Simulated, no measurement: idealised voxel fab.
process module | voxel fin reveal
185 nm wide, 5 nm square cells: that's cross-section cut.
Cross-section format: a grid of square cells, given as bands from top to bottom; each band is one or more rows of cells. In this notation a band is specified by the heights of its top and bottom, in that order and in nm, after which its materials appear from left to right, each paired with its width in nm. The word "full width" attached to a single material means that material fills the band from edge to edge; the word "air" stands for empty space. Zero point of the height axis is 0; under it, received wafer = one material. Lowest band: continues down indefinitely, "0 -> down". You'd read "30 to 40" like this: the band's top row of cells is as wide as the first number, its bottom row is as wide as the second, and going down, every row changes width by the same amount as the row before did. "remains unaltered" means the step left every cell of the cross-section as it was. "Closed voids list" lists enclosed empty spaces (at least 8 cells, no open path upward to the top), each as width x height at distance from the left edge, in nm. Past the settings on a step's line: simulator remark, on that step. Steps that use a mask can have "overlay nm" on their line. It says how far the mask sat to the right of where it was meant to be. Negative means to the left.

# Here's what the planned process steps look like
- 1: RECEIVE: material Si
- 2: CONFORMAL_DEP: material SiN, thk nm 5
- 3: PATTERN: tone cover, mask id FINS, material resist, width nm 15, pitch nm 40, thk nm 15, overlay nm 0
- 4: DIRECTIONAL_ETCH: etch materials SiN, depth nm 5
- 5: DIRECTIONAL_ETCH: etch materials Si, depth nm 40
- 6: STRIP: etch materials resist
- 7: OXIDIZE: depth nm 5
- 8: FILL_DEP: material SiO2, thk nm 5
- 9: CMP: height nm 5
- 10: SELECTIVE_ETCH: etch materials SiO2, depth nm 35
- 11: STRIP: etch materials SiN

# Cross-section: wafer on arrival = after step 1
	0 -> down: Si full width
	Closed voids list: none

# First of two wafers, end-of-module section, run followed plan
	0 -> -30: 50 nm air, 5 nm Si, 35 nm air, 5 nm Si, 35 nm air, 5 nm Si, 50 nm air
	-30 -> -45: 50 nm SiO2, 5 nm Si, 35 nm SiO2, 5 nm Si, 35 nm SiO2, 5 nm Si, 50 nm SiO2
	-45 -> down: Si full width
	Closed voids list: none

# Wafer two cross-section, module end. Start and plan unchanged from wafer one; one mistake made during the run
	0 -> -45: 50 nm air, 5 nm Si, 35 nm air, 5 nm Si, 35 nm air, 5 nm Si, 50 nm air
	-45 -> down: Si full width
	Closed voids list: none
Where did the run depart from the plan? the plan's step 10 ran twice
Final tally in cells, some materials are higher or lower on the second wafer than on the first: SiO2: 102 fewer
